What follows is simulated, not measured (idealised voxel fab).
You're looking at the process module voxel local oxidation.
Xsec cut, 175 nm wide, square cell size 5 nm.
Bands, listed from the top down, are how a cross-section gets written in this document; the cross-section itself is a grid of square cells, and a band is one or more rows of them.
Look at the band entry: it leads with the top's height and the bottom's height in nm. Then it lists the materials left to right, with a width in nm for each. The word "all across" on a single material says that material fills the band edge to edge. The word "air" is empty space.
Height is counted from the level 0, under which the received wafer is composed throughout of one material. The lowest of the bands is not closed at the bottom but continues downward, in the notation "0 nm and below".
You'd read "30->40" like this: the band's top row of cells is as wide as the first number, its bottom row is as wide as the second, and going down, every row changes width by the same amount as the row before did.
You'll sometimes find "left unchanged" written for a step, and that's the way of saying that nowhere in the cross-section did a cell change during that step.
Enclosed voids (no open way to top), threshold 8 cells or more, entry "Closed void register", notation width x height at distance, distance from left edge, nm.
Read whatever lies past the settings on a step's line as the simulator's own remark about the step.
The setting "overlay nm" may be written on the line of a step. When the step uses a mask, the value reports how far to the right of the planned place the mask lay, and a negative value reports that it lay to the left.
Process steps (planned):
1: RECEIVE with material Si
2: OXIDIZE with depth nm 5
3: CONFORMAL_DEP with material SiN, thk nm 15
4: PATTERN with tone cover, mask id ACTIVE, material resist, width nm 95, thk nm 20, overlay nm 0
5: DIRECTIONAL_ETCH with etch materials SiN, depth nm 15
6: STRIP with etch materials resist
7: SELECTIVE_ETCH with etch materials SiO2, depth nm 5
8: OXIDIZE with depth nm 15
9: STRIP with etch materials SiN
Step 1 complete: cross-section of the wafer as received:
* 0 nm and below | Si all across
* Closed void register: none
The module was run from the start shown above using the plan shown above, but one mistake was made doing it; the resulting wafer cross-section is below:
* 15 nm to 0 nm | air: 40  SiN: 95  air: 40
* 0 nm to -5 nm | air: 45  SiO2: 85  air: 45
* -5 nm to -20 nm | SiO2: 60  Si: 55  SiO2: 60
* -20 nm and below | Si all across
* Closed void register: none
Which mistake was made when the wafer was run? heads up, step 9 of the plan was skipped and never actually ran
